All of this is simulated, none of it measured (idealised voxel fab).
The name of this process module is voxel trench capacitor.
Cross-sectional view cut (width: 300 nm; square cell size: 5 nm).
The cross-sections in this document take the form of a grid made of square cells. They are written out as bands, in order from top to bottom. Each band consists of one or more rows of cells.
Heights first: top, then bottom, in nm. Then materials, left to right, each with a width in nm. "throughout" on a single material: fills the band edge to edge. "blank": empty space.
We count height from 0. Below that, the starting wafer is all one material. The lowest band never ends at the bottom but goes on down; see "z 0 and below" for how that is written.
A two-number width, for instance "30..40", indicates that the width is equal to the first number in the top row of the band and to the second number in the bottom row, and that it changes by a constant amount per row of cells.
A step reported as "no modification" is a step in which no cell of the cross-section changed.
Reported under the label "Entrapped voids" are the empty spaces having no open way to the top and comprising 8 cells or more; the notation for each is width x height at distance, in which the distance is measured from the left edge and all three values are in nm.
That trailing text on a step's line, after the settings, is the simulator's own remark on the step.
Steps that use a mask can have "overlay nm" on their line. It says how far the mask sat to the right of where it was meant to be. Negative means to the left.

[This section lists the process steps that were planned]
1: RECEIVE | material Si
2: CONFORMAL_DEP | material SiN | thk nm 10
3: MASKED_ETCH | tone open | mask id TRENCH | width nm 30 | pitch nm 55 | etch materials SiN | depth nm 10 | overlay nm 0
4: MASKED_ETCH | tone open | mask id TRENCH | width nm 30 | pitch nm 55 | etch materials Si | depth nm 30 | overlay nm 0
5: CONFORMAL_DEP | material HfO2 | thk nm 5
6: CONFORMAL_DEP | material TiN | thk nm 5
7: FILL_DEP | material W | thk nm 10
8: CMP | height nm 10

[Wafer as received: cross-section following step 1]
z 0 and below = Si throughout
Entrapped voids: none

[Starting wafer: above. Plan: above. Run: one mistake. Cross-section after the module: below]
z 10 to 0 = 50 nm SiN / 5..10 nm HfO2 / 20..10 nm TiN / 5..10 nm HfO2 / 25 nm SiN / 5..10 nm HfO2 / 20..10 nm TiN / 5..10 nm HfO2 / 25 nm SiN / 5..10 nm HfO2 / 20..10 nm TiN / 5..10 nm HfO2 / 25 nm SiN / 5..10 nm HfO2 / 20..10 nm TiN / 5..10 nm HfO2 / 55 nm SiN
z 0 to -25 = 55 nm Si / 5 nm HfO2 / 10 nm TiN / 5 nm HfO2 / 35 nm Si / 5 nm HfO2 / 10 nm TiN / 5 nm HfO2 / 35 nm Si / 5 nm HfO2 / 10 nm TiN / 5 nm HfO2 / 35 nm Si / 5 nm HfO2 / 10 nm TiN / 5 nm HfO2 / 60 nm Si
z -25 to -30 = 55 nm Si / 20 nm HfO2 / 35 nm Si / 20 nm HfO2 / 35 nm Si / 20 nm HfO2 / 35 nm Si / 20 nm HfO2 / 60 nm Si
z -30 and below = Si throughout
Entrapped voids: none
Here's what went sideways: step 4 went in with a setting other than planned; the actual run was MASKED_ETCH | tone open | mask id TRENCH | width nm 20 | pitch nm 55 | etch materials Si | depth nm 30 | overlay nm 0
